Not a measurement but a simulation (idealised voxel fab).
Proc. module: voxel lift off
FYI the section here is cut, 175 nm wide, cells are 5 nm squares.
Cross-sections here: square-cell grids, written as top-down lists of bands, a band being one or more rows of cells. A band entry consists of two parts. The first gives the height of the band's top and the height of its bottom, in nm. The rest lists the band's materials from left to right, each with its width in nm. A single material labelled with the word "full width" fills the band from edge to edge, and the word "blank" marks empty space. A quick word on heights: they are counted from 0, and under that level the wafer as it came to us is one material throughout. The lowest band is different from the rest in having no bottom; it simply continues downward, written as in "0 nm and below". Width "30 to 40": first value at the band's top row of cells, second value at its bottom row, equal change from row to row. Basically "all unchanged" means that step didn't change any cell in the cross-section. The entry "Unvented voids" lists the empty spaces that cover at least 8 cells and have no open path to the top. Each is written as width x height at distance, where the distance is measured from the left edge and all three values are in nm. Read whatever lies past the settings on a step's line as the simulator's own remark about the step. What "overlay nm" on a step's line means: if the step has a mask, that mask lay this far to the right of its planned place, or, when the value is negative, to the left.
The planned process steps are enumerated hereunder:
1 RECEIVE | material Si
2 CONFORMAL_DEP | material SiN | thk nm 15
3 PATTERN | tone open | mask id LINES | material resist | width nm 15 | pitch nm 35 | thk nm 25 | overlay nm 0
4 DIRECTIONAL_DEP | material Ru | thk nm 10
5 STRIP | etch materials resist
6 CONFORMAL_DEP | material SiCN | thk nm 10
Received-state cross-section, reflecting completion of step 1:
	0 nm and below: Si full width
	Unvented voids: none
The module was run from the start shown above using the plan shown above, but one mistake was made doing it; the resulting wafer cross-section is below:
	35 nm to 25 nm: blank 25; SiCN 140; blank 10
	25 nm to 15 nm: SiCN 35; Ru 15; SiCN 20; Ru 15; SiCN 20; Ru 15; SiCN 20; Ru 15; SiCN 20
	15 nm to 0 nm: SiN full width
	0 nm and below: Si full width
	Unvented voids: none
Processing error: the process deviated at step 3: the operation and settings actually run there were PATTERN | tone open | mask id LINES | material resist | width nm 15 | pitch nm 35 | thk nm 25 | overlay nm 10
